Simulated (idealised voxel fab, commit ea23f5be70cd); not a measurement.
The name of this process module is voxel tone inversion.
Square cell edge 5 nm, section width 210 nm, ID cut.
Think of the cross-section as a grid of square cells. We describe it in bands, top to bottom, and each band covers one or more rows of those cells. Within each band entry, the heights of the top and of the bottom of the band appear first, in that order and in nm; the materials of the band then follow from left to right, each with its corresponding width in nm. The designation "everywhere" on a single material indicates that it fills the band from edge to edge; the designation "blank" indicates empty space. Zero point of the height axis is 0; under it, received wafer = one material. Lowest band: continues down indefinitely, "z 0 and below". Width: "30->40" (first number = top row, second number = bottom row, same change from row to row of cells). No cell of the cross-section changed in a step that is given as "nothing got changed". "Closed void entries" - sealed voids, min. 8 cells, no opening to top; format: width x height at distance (distance from left edge; nm throughout). Whatever follows a step's settings on its line is a remark the simulator itself makes about that step. The line of a step may include "overlay nm". On a step with a mask, this value is how far to the right of its planned place the mask lay. A negative value means the mask lay to the left.
[The steps planned for the process are as follows]
step 1: RECEIVE [material Si]
step 2: CONFORMAL_DEP [material SiN] [thk nm 10]
step 3: DIRECTIONAL_DEP [material aC] [thk nm 25]
step 4: PATTERN [tone cover] [mask id POSTS] [material resist] [width nm 20] [pitch nm 40] [thk nm 30] [overlay nm 0]
step 5: DIRECTIONAL_ETCH [etch materials aC] [depth nm 25]
step 6: STRIP [etch materials resist]
step 7: FILL_DEP [material lowk] [thk nm 10]
step 8: CMP [height nm 35]
step 9: STRIP [etch materials aC]
step 10: CONFORMAL_DEP [material TiN] [thk nm 5]
step 11: FILL_DEP [material W] [thk nm 5]
step 12: CMP [height nm 35]
step 13: CONFORMAL_DEP [material SiCN] [thk nm 5]
[First of two wafers, processed according to plan]
[Wafer at receipt (post step 1), cross-section]
  z 0 and below  Si everywhere
  Closed void entries: none
[After step 2, in cross-section]
  z 10 to 0  SiN everywhere
  Beneath the level 0, the cross-section is identical to its previous state.
[After step 3, in cross-section]
  z 35 to 10  aC everywhere
  Beneath the level 10, the cross-section is identical to its previous state.
[After step 4, in cross-section]
  z 65 to 35  blank 75, resist 20, blank 20, resist 20, blank 75
  Beneath the level 35, the cross-section is identical to its previous state.
[After step 5, in cross-section]
  z 40 to 35  blank 75, resist 20, blank 20, resist 20, blank 75
  z 35 to 10  blank 75, aC 20, blank 20, aC 20, blank 75
  Beneath the level 10, the cross-section is identical to its previous state.
[After step 6, in cross-section]
  z 35 to 10  blank 75, aC 20, blank 20, aC 20, blank 75
  Beneath the level 10, the cross-section is identical to its previous state.
[After step 7, in cross-section]
  z 45 to 35  lowk everywhere
  z 35 to 10  lowk 75, aC 20, lowk 20, aC 20, lowk 75
  Beneath the level 10, the cross-section is identical to its previous state.
[After step 8, in cross-section]
  z 35 to 10  lowk 75, aC 20, lowk 20, aC 20, lowk 75
  Beneath the level 10, the cross-section is identical to its previous state.
[After step 9, in cross-section]
  z 35 to 10  lowk 75, blank 20, lowk 20, blank 20, lowk 75
  Beneath the level 10, the cross-section is identical to its previous state.
[After step 10, in cross-section]
  z 40 to 35  TiN 80, blank 10, TiN 30, blank 10, TiN 80
  z 35 to 15  lowk 75, TiN 5, blank 10, TiN 5, lowk 20, TiN 5, blank 10, TiN 5, lowk 75
  z 15 to 10  lowk 75, TiN 20, lowk 20, TiN 20, lowk 75
  Beneath the level 10, the cross-section is identical to its previous state.
[After step 11, in cross-section]
  z 45 to 40  W everywhere
  z 40 to 35  TiN 80, W 10, TiN 30, W 10, TiN 80
  z 35 to 15  lowk 75, TiN 5, W 10, TiN 5, lowk 20, TiN 5, W 10, TiN 5, lowk 75
  Beneath the level 15, the cross-section is identical to its previous state.
[After step 12, in cross-section]
  z 35 to 15  lowk 75, TiN 5, W 10, TiN 5, lowk 20, TiN 5, W 10, TiN 5, lowk 75
  Beneath the level 15, the cross-section is identical to its previous state.
[After step 13, in cross-section]
  z 40 to 35  SiCN everywhere
  Beneath the level 35, the cross-section is identical to its previous state.
[Second of two: same start, same plan, one run error; steps up to and including 3 match the first]
[Cross-sectional view of the second wafer at the intended end time of process step 4]
  z 65 to 35  blank 80, resist 15, blank 25, resist 15, blank 75
  Beneath the level 35, the cross-section is identical to its previous state.
[Cross-sectional view of the second wafer at the intended end time of process step 5]
  z 40 to 35  blank 80, resist 15, blank 25, resist 15, blank 75
  z 35 to 10  blank 80, aC 15, blank 25, aC 15, blank 75
  Beneath the level 10, the cross-section is identical to its previous state.
[Cross-sectional view of the second wafer at the intended end time of process step 6]
  z 35 to 10  blank 80, aC 15, blank 25, aC 15, blank 75
  Beneath the level 10, the cross-section is identical to its previous state.
[Cross-sectional view of the second wafer at the intended end time of process step 7]
  z 45 to 35  lowk everywhere
  z 35 to 10  lowk 80, aC 15, lowk 25, aC 15, lowk 75
  Beneath the level 10, the cross-section is identical to its previous state.
[Cross-sectional view of the second wafer at the intended end time of process step 8]
  z 35 to 10  lowk 80, aC 15, lowk 25, aC 15, lowk 75
  Beneath the level 10, the cross-section is identical to its previous state.
[Cross-sectional view of the second wafer at the intended end time of process step 9]
  z 35 to 10  lowk 80, blank 15, lowk 25, blank 15, lowk 75
  Beneath the level 10, the cross-section is identical to its previous state.
[Cross-sectional view of the second wafer at the intended end time of process step 10]
  z 40 to 35  TiN 85, blank 5, TiN 35, blank 5, TiN 80
  z 35 to 15  lowk 80, TiN 5, blank 5, TiN 5, lowk 25, TiN 5, blank 5, TiN 5, lowk 75
  z 15 to 10  lowk 80, TiN 15, lowk 25, TiN 15, lowk 75
  Beneath the level 10, the cross-section is identical to its previous state.
[Cross-sectional view of the second wafer at the intended end time of process step 11]
  z 45 to 40  W everywhere
  z 40 to 35  TiN 85, W 5, TiN 35, W 5, TiN 80
  z 35 to 15  lowk 80, TiN 5, W 5, TiN 5, lowk 25, TiN 5, W 5, TiN 5, lowk 75
  Beneath the level 15, the cross-section is identical to its previous state.
[Cross-sectional view of the second wafer at the intended end time of process step 12]
  z 35 to 15  lowk 80, TiN 5, W 5, TiN 5, lowk 25, TiN 5, W 5, TiN 5, lowk 75
  Beneath the level 15, the cross-section is identical to its previous state.
[Cross-sectional view of the second wafer at the intended end time of process step 13]
  z 40 to 35  SiCN everywhere
  Beneath the level 35, the cross-section is identical to its previous state.
Which mistake was made when the wafer was run? so step 4 ended up running with a different setting than we planned, it ran as PATTERN [tone cover] [mask id POSTS] [material resist] [width nm 15] [pitch nm 40] [thk nm 30] [overlay nm 0]
Heads up, by the end the second wafer has more or fewer cells of some materials compared to the first: 2 fewer of TiN; 8 fewer of W; 10 more of lowk
